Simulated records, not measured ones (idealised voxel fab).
process module | voxel self aligned vias
cross-section cut | 270 nm wide | cells 5 nm
A cross-section is a grid of square cells, given in bands from the top down. A band is one or more rows of cells.
Each band's line starts with the height of the band's top and of its bottom, in nm. Then come its materials from left to right, each with its width in nm. One material with "throughout" fills the band from edge to edge. "air" is empty space.
Height 0 is the level under which the wafer as received is all one material. The lowest band goes on downwards, as in "0 down".
A width such as "30 to 40" changes by the same amount from each row of cells to the next, from the band's top row to its bottom row.
"no change" after a step means that no cell of the cross-section changed.
closed voids: empty space of 8 cells or more with no open way to the top, each as width x height at its distance from the left edge, in nm
after a step's settings: what the simulator itself notes on the step
overlay nm, on a step with a mask: how far to the right of its planned place the mask lay; to the left if negative
plan
1 op RECEIVE | material Si
2 op CONFORMAL_DEP | material SiO2 | thk nm 10
3 op CONFORMAL_DEP | material SiCN | thk nm 5
4 op DIRECTIONAL_DEP | material SiO2 | thk nm 20
5 op MASKED_ETCH | tone open | mask id LINES | width nm 30 | pitch nm 60 | etch materials SiO2 | depth nm 20 | overlay nm 0
6 op CONFORMAL_DEP | material TiN | thk nm 5
7 op FILL_DEP | material Ru | thk nm 10
8 op CMP | height nm 35
9 op SELECTIVE_ETCH | etch materials W Ru TiN | depth nm 10
10 op FILL_DEP | material SiN | thk nm 10
11 op CMP | height nm 35
12 op DIRECTIONAL_DEP | material SiO2 | thk nm 15
13 op MASKED_ETCH | tone open | mask id VIAS | width nm 40 | etch materials SiO2 | depth nm 15 | overlay nm 0
14 op MASKED_ETCH | tone open | mask id VIAS | width nm 40 | etch materials SiN | depth nm 10 | overlay nm 0
15 op CONFORMAL_DEP | material TiN | thk nm 5
16 op FILL_DEP | material Ru | thk nm 10
17 op CMP | height nm 50
18 op CONFORMAL_DEP | material SiN | thk nm 5
first wafer, as planned
as received, after step 1
  0 down: Si throughout
  closed voids: none
after step 2
  10 to 0: SiO2 throughout
  below 0: unchanged
after step 3
  15 to 10: SiCN throughout
  below 10: unchanged
after step 4
  35 to 15: SiO2 throughout
  below 15: unchanged
after step 5
  35 to 15: SiO2 90 | air 30 | SiO2 30 | air 30 | SiO2 90
  below 15: unchanged
after step 6
  40 to 35: TiN 95 | air 20 | TiN 40 | air 20 | TiN 95
  35 to 20: SiO2 90 | TiN 5 | air 20 | TiN 5 | SiO2 30 | TiN 5 | air 20 | TiN 5 | SiO2 90
  20 to 15: SiO2 90 | TiN 30 | SiO2 30 | TiN 30 | SiO2 90
  below 15: unchanged
after step 7
  50 to 40: Ru throughout
  40 to 35: TiN 95 | Ru 20 | TiN 40 | Ru 20 | TiN 95
  35 to 20: SiO2 90 | TiN 5 | Ru 20 | TiN 5 | SiO2 30 | TiN 5 | Ru 20 | TiN 5 | SiO2 90
  below 20: unchanged
after step 8
  35 to 20: SiO2 90 | TiN 5 | Ru 20 | TiN 5 | SiO2 30 | TiN 5 | Ru 20 | TiN 5 | SiO2 90
  below 20: unchanged
after step 9
  35 to 25: SiO2 90 | air 30 | SiO2 30 | air 30 | SiO2 90
  below 25: unchanged
after step 10
  45 to 35: SiN throughout
  35 to 25: SiO2 90 | SiN 30 | SiO2 30 | SiN 30 | SiO2 90
  below 25: unchanged
after step 11
  35 to 25: SiO2 90 | SiN 30 | SiO2 30 | SiN 30 | SiO2 90
  below 25: unchanged
after step 12
  50 to 35: SiO2 throughout
  below 35: unchanged
after step 13
  50 to 35: SiO2 85 | air 40 | SiO2 145
  below 35: unchanged
after step 14
  50 to 35: SiO2 85 | air 40 | SiO2 145
  35 to 25: SiO2 90 | air 30 | SiO2 30 | SiN 30 | SiO2 90
  below 25: unchanged
after step 15
  55 to 50: TiN 90 | air 30 | TiN 150
  50 to 40: SiO2 85 | TiN 5 | air 30 | TiN 5 | SiO2 145
  40 to 35: SiO2 85 | TiN 10 | air 20 | TiN 10 | SiO2 145
  35 to 30: SiO2 90 | TiN 5 | air 20 | TiN 5 | SiO2 30 | SiN 30 | SiO2 90
  30 to 25: SiO2 90 | TiN 30 | SiO2 30 | SiN 30 | SiO2 90
  below 25: unchanged
after step 16
  65 to 55: Ru throughout
  55 to 50: TiN 90 | Ru 30 | TiN 150
  50 to 40: SiO2 85 | TiN 5 | Ru 30 | TiN 5 | SiO2 145
  40 to 35: SiO2 85 | TiN 10 | Ru 20 | TiN 10 | SiO2 145
  35 to 30: SiO2 90 | TiN 5 | Ru 20 | TiN 5 | SiO2 30 | SiN 30 | SiO2 90
  below 30: unchanged
after step 17
  50 to 40: SiO2 85 | TiN 5 | Ru 30 | TiN 5 | SiO2 145
  below 40: unchanged
after step 18
  55 to 50: SiN throughout
  below 50: unchanged
second wafer: like start, like plan, one mistake. Through step 4 it matches the first wafer
when step 5 should have ended
  35 to 15: air 90 | SiO2 30 | air 30 | SiO2 30 | air 90
  below 15: unchanged
when step 6 should have ended
  40 to 35: air 85 | TiN 40 | air 20 | TiN 40 | air 85
  35 to 20: air 85 | TiN 5 | SiO2 30 | TiN 5 | air 20 | TiN 5 | SiO2 30 | TiN 5 | air 85
  20 to 15: TiN 90 | SiO2 30 | TiN 30 | SiO2 30 | TiN 90
  below 15: unchanged
when step 7 should have ended
  50 to 40: Ru throughout
  40 to 35: Ru 85 | TiN 40 | Ru 20 | TiN 40 | Ru 85
  35 to 20: Ru 85 | TiN 5 | SiO2 30 | TiN 5 | Ru 20 | TiN 5 | SiO2 30 | TiN 5 | Ru 85
  below 20: unchanged
when step 8 should have ended
  35 to 20: Ru 85 | TiN 5 | SiO2 30 | TiN 5 | Ru 20 | TiN 5 | SiO2 30 | TiN 5 | Ru 85
  below 20: unchanged
when step 9 should have ended
  35 to 25: air 90 | SiO2 30 | air 30 | SiO2 30 | air 90
  below 25: unchanged
when step 10 should have ended
  45 to 35: SiN throughout
  35 to 25: SiN 90 | SiO2 30 | SiN 30 | SiO2 30 | SiN 90
  below 25: unchanged
when step 11 should have ended
  35 to 25: SiN 90 | SiO2 30 | SiN 30 | SiO2 30 | SiN 90
  below 25: unchanged
when step 12 should have ended
  50 to 35: SiO2 throughout
  below 35: unchanged
when step 13 should have ended
  50 to 35: SiO2 85 | air 40 | SiO2 145
  below 35: unchanged
when step 14 should have ended
  50 to 35: SiO2 85 | air 40 | SiO2 145
  35 to 25: SiN 85 | air 5 | SiO2 30 | air 5 | SiN 25 | SiO2 30 | SiN 90
  below 25: unchanged
when step 15 should have ended
  55 to 50: TiN 90 | air 30 | TiN 150
  50 to 40: SiO2 85 | TiN 5 | air 30 | TiN 5 | SiO2 145
  40 to 35: SiO2 85 | TiN 40 | SiO2 145
  35 to 25: SiN 85 | TiN 5 | SiO2 30 | TiN 5 | SiN 25 | SiO2 30 | SiN 90
  below 25: unchanged
when step 16 should have ended
  65 to 55: Ru throughout
  55 to 50: TiN 90 | Ru 30 | TiN 150
  50 to 40: SiO2 85 | TiN 5 | Ru 30 | TiN 5 | SiO2 145
  below 40: unchanged
when step 17 should have ended
  50 to 40: SiO2 85 | TiN 5 | Ru 30 | TiN 5 | SiO2 145
  below 40: unchanged
when step 18 should have ended
  55 to 50: SiN throughout
  below 50: unchanged
what went wrong: step 5 ran as: op MASKED_ETCH | tone cover | mask id LINES | width nm 30 | pitch nm 60 | etch materials SiO2 | depth nm 20 | overlay nm 0
at the end the second wafer has, in cells: 22 more of Ru | 68 more of SiN | 120 fewer of SiO2 | 30 more of TiN
